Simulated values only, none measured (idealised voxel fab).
process module | voxel released beams
cross-section cut | 290 nm wide | cells 5 nm
A cross-section is a grid of square cells, given in bands from the top down. A band is one or more rows of cells.
Each band's line starts with the height of the band's top and of its bottom, in nm. Then come its materials from left to right, each with its width in nm. One material with "throughout" fills the band from edge to edge. "air" is empty space.
Height 0 is the level under which the wafer as received is all one material. The lowest band goes on downwards, as in "0 down".
A width such as "30 to 40" changes by the same amount from each row of cells to the next, from the band's top row to its bottom row.
"no change" after a step means that no cell of the cross-section changed.
closed voids: empty space of 8 cells or more with no open way to the top, each as width x height at its distance from the left edge, in nm
after a step's settings: what the simulator itself notes on the step
overlay nm, on a step with a mask: how far to the right of its planned place the mask lay; to the left if negative
plan
1 op RECEIVE | material Si
2 op CONFORMAL_DEP | material SiN | thk nm 10
3 op DIRECTIONAL_DEP | material SiO2 | thk nm 10
4 op PATTERN | tone open | mask id ANCHOR | material resist | width nm 15 | thk nm 15 | overlay nm 0
5 op DIRECTIONAL_ETCH | etch materials SiO2 | depth nm 10
6 op STRIP | etch materials resist
7 op CONFORMAL_DEP | material W | thk nm 10
8 op PATTERN | tone cover | mask id BEAM | material resist | width nm 75 | thk nm 15 | overlay nm 0
9 op DIRECTIONAL_ETCH | etch materials W | depth nm 10
10 op STRIP | etch materials resist
11 op STRIP | etch materials SiO2
varied across the wafers: width nm of step 4. The plan shows the first wafer's value. All wafers start alike
first wafer as received, after step 1
  0 down: Si throughout
  closed voids: none
first wafer at the end, after step 11
  30 to 20: air 105 | W 75 | air 110
  20 to 10: air 115 | W 15 | air 160
  10 to 0: SiN throughout
  0 down: Si throughout
  closed voids: none
last wafer at the end
  30 to 20: air 105 | W 10 | air 20 | W 45 | air 110
  20 to 10: air 105 | W 40 | air 145
  10 to 0: SiN throughout
  0 down: Si throughout
  closed voids: none
each wafer at the end: cells of each material gained (+) or lost (-) since it was received, then its closed voids
width nm 15 | +116 SiN | +36 W | closed voids: none
width nm 20 | +116 SiN | +38 W | closed voids: none
width nm 25 | +116 SiN | +38 W | closed voids: none
width nm 30 | +116 SiN | +38 W | closed voids: none
width nm 35 | +116 SiN | +38 W | closed voids: none
width nm 40 | +116 SiN | +38 W | closed voids: none
